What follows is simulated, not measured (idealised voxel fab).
process module | voxel capacitor over wiring
cross-section cut | 245 nm wide | cells 5 nm
A cross-section is a grid of square cells, given in bands from the top down. A band is one or more rows of cells.
Each band's line starts with the height of the band's top and of its bottom, in nm. Then come its materials from left to right, each with its width in nm. One material with "throughout" fills the band from edge to edge. "air" is empty space.
Height 0 is the level under which the wafer as received is all one material. The lowest band goes on downwards, as in "0 down".
A width such as "30 to 40" changes by the same amount from each row of cells to the next, from the band's top row to its bottom row.
"no change" after a step means that no cell of the cross-section changed.
closed voids: empty space of 8 cells or more with no open way to the top, each as width x height at its distance from the left edge, in nm
after a step's settings: what the simulator itself notes on the step
overlay nm, on a step with a mask: how far to the right of its planned place the mask lay; to the left if negative
plan
1 op RECEIVE | material Si
2 op CONFORMAL_DEP | material SiO2 | thk nm 15
3 op DIRECTIONAL_DEP | material TiN | thk nm 5
4 op DIRECTIONAL_DEP | material Ru | thk nm 25
5 op PATTERN | tone cover | mask id METAL_1 | material resist | width nm 20 | pitch nm 75 | thk nm 20 | overlay nm 0
6 op DIRECTIONAL_ETCH | etch materials Ru | depth nm 25
7 op DIRECTIONAL_ETCH | etch materials TiN | depth nm 5
8 op STRIP | etch materials resist
9 op CONFORMAL_DEP | material SiCN | thk nm 5
10 op FILL_DEP | material SiO2 | thk nm 5
11 op CMP | height nm 45
12 op CONFORMAL_DEP | material SiCN | thk nm 5
13 op DIRECTIONAL_DEP | material lowk | thk nm 20
14 op MASKED_ETCH | tone open | mask id PLUG_1 | width nm 15 | etch materials lowk | depth nm 20 | overlay nm 0
15 op MASKED_ETCH | tone open | mask id PLUG_1 | width nm 15 | etch materials SiCN | depth nm 5 | overlay nm 0
16 op CONFORMAL_DEP | material TiN | thk nm 5
17 op FILL_DEP | material W | thk nm 10
18 op CMP | height nm 70
19 op DIRECTIONAL_DEP | material TiN | thk nm 5
20 op DIRECTIONAL_DEP | material SiN | thk nm 5
21 op DIRECTIONAL_DEP | material TiN | thk nm 10
22 op DIRECTIONAL_DEP | material aC | thk nm 10
23 op PATTERN | tone cover | mask id UPPER_PLATE | material resist | width nm 60 | thk nm 25 | overlay nm 0
24 op DIRECTIONAL_ETCH | etch materials aC | depth nm 10
25 op STRIP | etch materials resist
26 op DIRECTIONAL_ETCH | etch materials TiN | depth nm 10
27 op DIRECTIONAL_ETCH | etch materials SiN | depth nm 5
28 op STRIP | etch materials aC
29 op PATTERN | tone cover | mask id LOWER_PLATE | material resist | width nm 70 | thk nm 15 | overlay nm 0
30 op DIRECTIONAL_ETCH | etch materials TiN | depth nm 5
31 op STRIP | etch materials resist
32 op FILL_DEP | material SiO2 | thk nm 20
33 op CMP | height nm 105
34 op PATTERN | tone open | mask id PLUG_2 | material resist | width nm 15 | thk nm 20 | overlay nm 0
35 op DIRECTIONAL_ETCH | etch materials SiO2 | depth nm 15
36 op STRIP | etch materials resist
37 op CONFORMAL_DEP | material TiN | thk nm 5
38 op FILL_DEP | material Ru | thk nm 10
39 op CMP | height nm 105
40 op CONFORMAL_DEP | material SiN | thk nm 5
as received, after step 1
  0 down: Si throughout
  closed voids: none
first wafer at the end, as planned
  110 to 105: SiN throughout
  105 to 95: SiO2 90 | TiN 5 | Ru 5 | TiN 5 | SiO2 140
  95 to 90: SiO2 90 | TiN 15 | SiO2 140
  90 to 80: SiO2 80 | TiN 60 | SiO2 105
  80 to 75: SiO2 80 | SiN 60 | SiO2 105
  75 to 70: SiO2 75 | TiN 70 | SiO2 100
  70 to 50: lowk 80 | TiN 5 | W 5 | TiN 5 | lowk 150
  50 to 45: SiCN 80 | TiN 15 | SiCN 150
  45 to 20: SiO2 70 | SiCN 5 | Ru 20 | SiCN 5 | SiO2 45 | SiCN 5 | Ru 20 | SiCN 5 | SiO2 70
  20 to 15: SiCN 75 | TiN 20 | SiCN 55 | TiN 20 | SiCN 75
  15 to 0: SiO2 throughout
  0 down: Si throughout
  closed voids: none
second wafer at the end: like start, like plan, one mistake
  110 to 105: SiN throughout
  105 to 95: SiO2 90 | TiN 5 | Ru 5 | TiN 5 | SiO2 140
  95 to 90: SiO2 90 | TiN 15 | SiO2 140
  90 to 80: SiO2 80 | TiN 60 | SiO2 105
  80 to 75: SiO2 80 | SiN 60 | SiO2 105
  75 to 70: SiO2 75 | TiN 70 | SiO2 100
  70 to 50: lowk 80 | TiN 5 | W 5 | TiN 5 | lowk 150
  50 to 45: SiCN 80 | TiN 15 | SiCN 150
  45 to 40: SiCN 75 | TiN 20 | SiCN 55 | TiN 20 | SiCN 75
  40 to 15: Ru throughout
  15 to 0: SiO2 throughout
  0 down: Si throughout
  closed voids: none
what went wrong: steps 3 and 4 were swapped
at the end the second wafer has, in cells: 205 more of Ru | 20 fewer of SiCN | 185 fewer of SiO2
